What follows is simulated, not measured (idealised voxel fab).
process module | voxel transistor to metal
cross-section cut | 290 nm wide | cells 5 nm
A cross-section is a grid of square cells, given in bands from the top down. A band is one or more rows of cells.
Each band's line starts with the height of the band's top and of its bottom, in nm. Then come its materials from left to right, each with its width in nm. One material with "throughout" fills the band from edge to edge. "air" is empty space.
Height 0 is the level under which the wafer as received is all one material. The lowest band goes on downwards, as in "0 down".
A width such as "30 to 40" changes by the same amount from each row of cells to the next, from the band's top row to its bottom row.
"no change" after a step means that no cell of the cross-section changed.
closed voids: empty space of 8 cells or more with no open way to the top, each as width x height at its distance from the left edge, in nm
after a step's settings: what the simulator itself notes on the step
overlay nm, on a step with a mask: how far to the right of its planned place the mask lay; to the left if negative
plan
1 op RECEIVE | material Si
2 op CONFORMAL_DEP | material SiO2 | thk nm 5
3 op CONFORMAL_DEP | material SiN | thk nm 10
4 op PATTERN | tone cover | mask id ACTIVE | material resist | width nm 105 | pitch nm 130 | thk nm 15 | overlay nm 0
5 op DIRECTIONAL_ETCH | etch materials SiN | depth nm 10
6 op DIRECTIONAL_ETCH | etch materials SiO2 | depth nm 5
7 op DIRECTIONAL_ETCH | etch materials Si | depth nm 20
8 op STRIP | etch materials resist
9 op FILL_DEP | material SiO2 | thk nm 10
10 op CMP | height nm 15
11 op SELECTIVE_ETCH | etch materials SiO2 | depth nm 10
12 op STRIP | etch materials SiN
13 op SELECTIVE_ETCH | etch materials SiO2 | depth nm 5
14 op OXIDIZE | depth nm 5
15 op DIRECTIONAL_DEP | material polySi | thk nm 20
16 op DIRECTIONAL_DEP | material SiCN | thk nm 15
17 op DIRECTIONAL_DEP | material aC | thk nm 10
18 op PATTERN | tone cover | mask id GATE | material resist | width nm 25 | pitch nm 130 | thk nm 30 | overlay nm 0
19 op DIRECTIONAL_ETCH | etch materials aC | depth nm 10
20 op STRIP | etch materials resist
21 op DIRECTIONAL_ETCH | etch materials SiCN | depth nm 25
22 op DIRECTIONAL_ETCH | etch materials polySi | depth nm 30
23 op STRIP | etch materials aC
24 op CONFORMAL_DEP | material SiO2 | thk nm 5
25 op DIRECTIONAL_ETCH | etch materials SiO2 | depth nm 5
26 op CONFORMAL_DEP | material SiN | thk nm 5
27 op DIRECTIONAL_ETCH | etch materials SiN | depth nm 5
28 op DIRECTIONAL_ETCH | etch materials SiO2 | depth nm 5
29 op EPI | material SiGe | thk nm 5
30 op FILL_DEP | material SiO2 | thk nm 10
31 op CMP | height nm 20
32 op STRIP | etch materials polySi
33 op SELECTIVE_ETCH | etch materials SiO2 | depth nm 5
34 op CONFORMAL_DEP | material HfO2 | thk nm 5
35 op CONFORMAL_DEP | material TiN | thk nm 5
36 op FILL_DEP | material W | thk nm 10
37 op CMP | height nm 15
38 op DIRECTIONAL_DEP | material SiO2 | thk nm 10
39 op DIRECTIONAL_DEP | material aC | thk nm 15
40 op PATTERN | tone open | mask id CONTACT | material resist | width nm 15 | thk nm 30 | overlay nm 0
41 op DIRECTIONAL_ETCH | etch materials aC | depth nm 15
42 op STRIP | etch materials resist
43 op DIRECTIONAL_ETCH | etch materials SiO2 | depth nm 25
44 op STRIP | etch materials aC
45 op CONFORMAL_DEP | material TiN | thk nm 5
46 op FILL_DEP | material Ru | thk nm 10
47 op CMP | height nm 25
48 op CONFORMAL_DEP | material SiN | thk nm 5
49 op DIRECTIONAL_DEP | material SiO2 | thk nm 20
50 op MASKED_ETCH | tone open | mask id METAL_1 | width nm 15 | etch materials SiO2 | depth nm 20 | overlay nm 0
51 op MASKED_ETCH | tone open | mask id METAL_1 | width nm 15 | etch materials SiN | depth nm 5 | overlay nm 0
52 op CONFORMAL_DEP | material TiN | thk nm 5
53 op FILL_DEP | material Cu | thk nm 10
54 op CMP | height nm 50
55 op CONFORMAL_DEP | material SiCN | thk nm 5
56 op DIRECTIONAL_DEP | material lowk | thk nm 25
57 op MASKED_ETCH | tone open | mask id METAL_2 | width nm 15 | pitch nm 130 | etch materials lowk | depth nm 15 | overlay nm 0
58 op MASKED_ETCH | tone open | mask id METAL_2_HOLES | width nm 15 | pitch nm 130 | etch materials lowk | depth nm 10 | overlay nm 0
59 op MASKED_ETCH | tone open | mask id METAL_2_HOLES | width nm 15 | pitch nm 130 | etch materials SiCN | depth nm 5 | overlay nm 0
60 op CONFORMAL_DEP | material TiN | thk nm 5
61 op FILL_DEP | material Cu | thk nm 10
62 op CMP | height nm 80
63 op CONFORMAL_DEP | material SiCN | thk nm 5
as received, after step 1
  0 down: Si throughout
  closed voids: none
first wafer at the end, as planned
  85 to 80: SiCN throughout
  80 to 55: lowk 35 | TiN 5 | Cu 5 | TiN 5 | lowk 115 | TiN 5 | Cu 5 | TiN 5 | lowk 110
  55 to 50: SiCN 35 | TiN 15 | SiCN 115 | TiN 15 | SiCN 110
  50 to 30: SiO2 35 | TiN 5 | Cu 5 | TiN 5 | SiO2 55 | TiN 5 | Cu 5 | TiN 5 | SiO2 45 | TiN 5 | Cu 5 | TiN 5 | SiO2 55 | TiN 5 | Cu 5 | TiN 5 | SiO2 40
  30 to 25: SiN 35 | TiN 15 | SiN 55 | TiN 15 | SiN 45 | TiN 15 | SiN 55 | TiN 15 | SiN 40
  25 to 15: SiO2 35 | TiN 5 | Ru 5 | TiN 5 | SiO2 55 | TiN 5 | Ru 5 | TiN 5 | SiO2 45 | TiN 5 | Ru 5 | TiN 5 | SiO2 55 | TiN 5 | Ru 5 | TiN 5 | SiO2 40
  15 to 5: SiO2 35 | TiN 5 | Ru 5 | TiN 5 | SiO2 5 | SiN 5 | HfO2 5 | TiN 5 | W 15 | TiN 5 | HfO2 5 | SiN 5 | SiO2 5 | TiN 5 | Ru 5 | TiN 5 | SiO2 45 | TiN 5 | Ru 5 | TiN 5 | SiO2 5 | SiN 5 | HfO2 5 | TiN 5 | W 15 | TiN 5 | HfO2 5 | SiN 5 | SiO2 5 | TiN 5 | Ru 5 | TiN 5 | SiO2 40
  5 to 0: SiO2 35 | TiN 15 | SiO2 5 | SiN 5 | HfO2 5 | TiN 25 | HfO2 5 | SiN 5 | SiO2 5 | TiN 15 | SiO2 45 | TiN 15 | SiO2 5 | SiN 5 | HfO2 5 | TiN 25 | HfO2 5 | SiN 5 | SiO2 5 | TiN 15 | SiO2 40
  0 to -5: SiO2 20 | SiGe 35 | SiO2 5 | HfO2 35 | SiO2 5 | SiGe 35 | SiO2 15 | SiGe 35 | SiO2 5 | HfO2 35 | SiO2 5 | SiGe 35 | SiO2 25
  -5 to -20: SiO2 25 | Si 105 | SiO2 25 | Si 105 | SiO2 30
  -20 down: Si throughout
  closed voids: none
second wafer at the end: like start, like plan, one mistake
  85 to 80: SiCN throughout
  80 to 60: lowk 35 | TiN 5 | Cu 5 | TiN 5 | lowk 115 | TiN 5 | Cu 5 | TiN 5 | lowk 110
  60 to 55: lowk 35 | TiN 15 | lowk 115 | TiN 15 | lowk 110
  55 to 50: SiCN 45 | TiN 5 | SiCN 125 | TiN 5 | SiCN 110
  50 to 30: SiO2 35 | TiN 5 | Cu 5 | TiN 5 | SiO2 55 | TiN 5 | Cu 5 | TiN 5 | SiO2 45 | TiN 5 | Cu 5 | TiN 5 | SiO2 55 | TiN 5 | Cu 5 | TiN 5 | SiO2 40
  30 to 25: SiN 35 | TiN 15 | SiN 55 | TiN 15 | SiN 45 | TiN 15 | SiN 55 | TiN 15 | SiN 40
  25 to 15: SiO2 35 | TiN 5 | Ru 5 | TiN 5 | SiO2 55 | TiN 5 | Ru 5 | TiN 5 | SiO2 45 | TiN 5 | Ru 5 | TiN 5 | SiO2 55 | TiN 5 | Ru 5 | TiN 5 | SiO2 40
  15 to 5: SiO2 35 | TiN 5 | Ru 5 | TiN 5 | SiO2 5 | SiN 5 | HfO2 5 | TiN 5 | W 15 | TiN 5 | HfO2 5 | SiN 5 | SiO2 5 | TiN 5 | Ru 5 | TiN 5 | SiO2 45 | TiN 5 | Ru 5 | TiN 5 | SiO2 5 | SiN 5 | HfO2 5 | TiN 5 | W 15 | TiN 5 | HfO2 5 | SiN 5 | SiO2 5 | TiN 5 | Ru 5 | TiN 5 | SiO2 40
  5 to 0: SiO2 35 | TiN 15 | SiO2 5 | SiN 5 | HfO2 5 | TiN 25 | HfO2 5 | SiN 5 | SiO2 5 | TiN 15 | SiO2 45 | TiN 15 | SiO2 5 | SiN 5 | HfO2 5 | TiN 25 | HfO2 5 | SiN 5 | SiO2 5 | TiN 15 | SiO2 40
  0 to -5: SiO2 20 | SiGe 35 | SiO2 5 | HfO2 35 | SiO2 5 | SiGe 35 | SiO2 15 | SiGe 35 | SiO2 5 | HfO2 35 | SiO2 5 | SiGe 35 | SiO2 25
  -5 to -20: SiO2 25 | Si 105 | SiO2 25 | Si 105 | SiO2 30
  -20 down: Si throughout
  closed voids: none
what went wrong: step 59 ran as: op MASKED_ETCH | tone open | mask id METAL_2_HOLES | width nm 15 | pitch nm 130 | etch materials SiCN | depth nm 5 | overlay nm 10
at the end the second wafer has, in cells: 2 fewer of Cu | 4 more of SiCN | 2 fewer of TiN
